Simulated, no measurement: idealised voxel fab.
This is a process module. Its name is voxel self aligned vias.
For reference, the cross-section in this document is cut, with width 280 nm and square cells of 5 nm.
In what follows, cross-sections appear as grids of square cells, described through bands that run from the top down, where every band is one or more rows of cells. Each band's line starts with the height of the band's top and of its bottom, in nm. Then come its materials from left to right, each with its width in nm. One material with "everywhere" fills the band from edge to edge. "empty" is empty space. Height 0 is the level under which the wafer as received is all one material. The lowest band goes on downwards, as in "0..down". The width entry "30->40" should be interpreted row by row: the top row of cells in the band takes the first number, the bottom row takes the second number, and the change between adjacent rows is uniform throughout. Take "remains unaltered" at face value: in the step it is given for, the cross-section changed in none of its cells. "Closed void list" - sealed voids, min. 8 cells, no opening to top; format: width x height at distance (distance from left edge; nm throughout). It should be noted that, on the line of a given step, the content following the step's settings is a remark produced by the simulator itself with respect to that step. "overlay nm", when on a step's line for a step with a mask, measures how far to the right of its planned place the mask lay; a negative measure means to the left.

So here's the lineup of process steps we planned:
1: RECEIVE: material Si
2: CONFORMAL_DEP: material SiO2, thk nm 15
3: CONFORMAL_DEP: material SiCN, thk nm 5
4: DIRECTIONAL_DEP: material lowk, thk nm 30
5: MASKED_ETCH: tone open, mask id LINES, width nm 30, pitch nm 75, etch materials lowk, depth nm 30, overlay nm 0
6: CONFORMAL_DEP: material TiN, thk nm 5
7: FILL_DEP: material W, thk nm 10
8: CMP: height nm 50
9: SELECTIVE_ETCH: etch materials W Ru TiN, depth nm 10
10: FILL_DEP: material SiN, thk nm 10
11: CMP: height nm 50
12: DIRECTIONAL_DEP: material lowk, thk nm 20
13: MASKED_ETCH: tone open, mask id VIAS, width nm 50, etch materials lowk, depth nm 20, overlay nm 0
14: MASKED_ETCH: tone open, mask id VIAS, width nm 50, etch materials SiN, depth nm 10, overlay nm 0
15: CONFORMAL_DEP: material TiN, thk nm 5
16: FILL_DEP: material Ru, thk nm 5
17: CMP: height nm 70
18: CONFORMAL_DEP: material SiN, thk nm 5

Cross-sectional view of the wafer in its as-received condition, corresponding to the state after step 1:
	0..down | Si everywhere
	Closed void list: none

Sectioned view, first of two wafers, at the close of the module, processed as intended in the plan:
	75..70 | SiN everywhere
	70..55 | lowk 75, TiN 5, Ru 40, TiN 5, lowk 155
	55..50 | lowk 75, TiN 15, Ru 20, TiN 15, lowk 155
	50..45 | lowk 85, TiN 5, Ru 20, TiN 5, lowk 45, SiN 30, lowk 90
	45..40 | lowk 85, TiN 30, lowk 45, SiN 30, lowk 90
	40..25 | lowk 85, TiN 5, W 20, TiN 5, lowk 45, TiN 5, W 20, TiN 5, lowk 90
	25..20 | lowk 85, TiN 30, lowk 45, TiN 30, lowk 90
	20..15 | SiCN everywhere
	15..0 | SiO2 everywhere
	0..down | Si everywhere
	Closed void list: none

Second wafer at the end: like start, like plan, one mistake:
	75..70 | SiN everywhere
	70..55 | lowk 70, TiN 5, Ru 50, TiN 5, lowk 150
	55..50 | lowk 70, TiN 20, Ru 20, TiN 20, lowk 150
	50..45 | lowk 85, TiN 5, Ru 20, TiN 5, lowk 45, SiN 30, lowk 90
	45..40 | lowk 85, TiN 30, lowk 45, SiN 30, lowk 90
	40..25 | lowk 85, TiN 5, W 20, TiN 5, lowk 45, TiN 5, W 20, TiN 5, lowk 90
	25..20 | lowk 85, TiN 30, lowk 45, TiN 30, lowk 90
	20..15 | SiCN everywhere
	15..0 | SiO2 everywhere
	0..down | Si everywhere
	Closed void list: none
The plan and the run diverged here: step 13 ran as: MASKED_ETCH: tone open, mask id VIAS, width nm 60, etch materials lowk, depth nm 20, overlay nm 0
It is noted that, at the conclusion of processing, the second wafer exhibits a higher or lower cell count for certain materials relative to the first: Ru: 6 more | TiN: 2 more | lowk: 8 fewer
